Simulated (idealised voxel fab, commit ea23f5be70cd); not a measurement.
process module | voxel self aligned contacts
cross-section cut | 220 nm wide | cells 5 nm
A cross-section is a grid of square cells, given in bands from the top down. A band is one or more rows of cells.
Each band's line starts with the height of the band's top and of its bottom, in nm. Then come its materials from left to right, each with its width in nm. One material with "throughout" fills the band from edge to edge. "air" is empty space.
Height 0 is the level under which the wafer as received is all one material. The lowest band goes on downwards, as in "0 down".
A width such as "30 to 40" changes by the same amount from each row of cells to the next, from the band's top row to its bottom row.
"no change" after a step means that no cell of the cross-section changed.
closed voids: empty space of 8 cells or more with no open way to the top, each as width x height at its distance from the left edge, in nm
after a step's settings: what the simulator itself notes on the step
overlay nm, on a step with a mask: how far to the right of its planned place the mask lay; to the left if negative
plan
1 op RECEIVE | material Si
2 op OXIDIZE | depth nm 5
3 op DIRECTIONAL_DEP | material polySi | thk nm 30
4 op DIRECTIONAL_DEP | material SiN | thk nm 20
5 op PATTERN | tone cover | mask id GATE | material resist | width nm 35 | pitch nm 65 | thk nm 15 | overlay nm 0
6 op DIRECTIONAL_ETCH | etch materials SiN | depth nm 20
7 op DIRECTIONAL_ETCH | etch materials polySi | depth nm 30
8 op STRIP | etch materials resist
9 op CONFORMAL_DEP | material SiN | thk nm 5
10 op DIRECTIONAL_ETCH | etch materials SiN | depth nm 5
11 op FILL_DEP | material SiO2 | thk nm 15
12 op CMP | height nm 55
13 op PATTERN | tone open | mask id CONTACT | material resist | width nm 50 | pitch nm 65 | thk nm 15 | overlay nm 0
14 op DIRECTIONAL_ETCH | etch materials SiO2 | depth nm 60
15 op STRIP | etch materials resist
16 op CONFORMAL_DEP | material TiN | thk nm 5
17 op FILL_DEP | material Ru | thk nm 10
18 op CMP | height nm 55
19 op CONFORMAL_DEP | material SiN | thk nm 5
as received, after step 1
  0 down: Si throughout
  closed voids: none
a wafer at the end: this start, this plan, one mistake
  60 to 55: SiN throughout
  55 to 45: SiO2 50 | TiN 5 to 15 | Ru 40 to 20 | TiN 5 to 15 | SiO2 15 | TiN 5 to 15 | Ru 40 to 20 | TiN 5 to 15 | SiO2 55
  45 to 30: SiO2 25 | SiN 35 | TiN 5 | Ru 20 | TiN 5 | SiN 35 | TiN 5 | Ru 20 | TiN 5 | SiN 35 | SiO2 30
  30 to 0: SiO2 25 | polySi 35 | TiN 5 | Ru 20 | TiN 5 | polySi 35 | TiN 5 | Ru 20 | TiN 5 | polySi 35 | SiO2 30
  0 to -5: SiO2 60 | TiN 30 | SiO2 35 | TiN 30 | SiO2 65
  -5 down: Si throughout
  closed voids: none
what went wrong: step 9 was left out
